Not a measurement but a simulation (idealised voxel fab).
This is a process module. Its name is voxel spacer lines.
It is cross-section cut that appears here, measuring 245 nm in width, its square cells being 5 nm in size.
If you're reading a cross-section in this doc, picture square cells in a grid; it comes to you as bands, top ones listed first down to the bottom, and a band can be one or more rows of cells. The band entry comprises the height of the band's top followed by the height of its bottom, expressed in nm, and subsequently the band's materials from left to right, each stated together with its width in nm. Where a single material is marked with the word "edge to edge", that material fills the band from edge to edge. The word "blank" represents empty space. Zero point of the height axis is 0; under it, received wafer = one material. Lowest band: continues down indefinitely, "z 0 and below". It should be noted that a width expressed as "30..40" varies in equal increments from row to row of cells within the band, taking the value of the first number at the top row and that of the second number at the bottom row. A step reported as "nothing was modified" is a step in which no cell of the cross-section changed. Entry "Unvented internal voids" = empty spaces >= 8 cells with no open way to the top; each as width x height at distance, distance from left edge, all nm. Where a step's line continues beyond its settings, the continuation is a remark by the simulator itself on that step. "overlay nm" denotes, for a step that has a mask, the displacement of the mask to the right of its planned place, with negative values corresponding to the left.
# List of planned process steps
1,RECEIVE (material Si)
2,CONFORMAL_DEP (material Al2O3; thk nm 10)
3,DIRECTIONAL_DEP (material SiN; thk nm 20)
4,DIRECTIONAL_DEP (material aC; thk nm 20)
5,PATTERN (tone cover; mask id MANDREL; material resist; width nm 25; pitch nm 70; thk nm 30; overlay nm 0)
6,DIRECTIONAL_ETCH (etch materials aC; depth nm 20)
7,STRIP (etch materials resist)
8,CONFORMAL_DEP (material SiO2; thk nm 10)
9,DIRECTIONAL_ETCH (etch materials SiO2; depth nm 10)
10,STRIP (etch materials aC)
11,DIRECTIONAL_ETCH (etch materials SiN; depth nm 20)
12,STRIP (etch materials SiO2)
# Incoming wafer in cross-section (state: after step 1)
  z 0 and below  Si edge to edge
  Unvented internal voids: none
# The plan above was carried out on the starting structure above with one mistake, and this cross-section shows the wafer at the end of the module
  z 30 to 20  Al2O3 edge to edge
  z 20 to 0  SiN edge to edge
  z 0 and below  Si edge to edge
  Unvented internal voids: none
Short version of what went wrong: the intended sequence of steps 2 and 3 was reversed during processing, with each occupying the position of the other
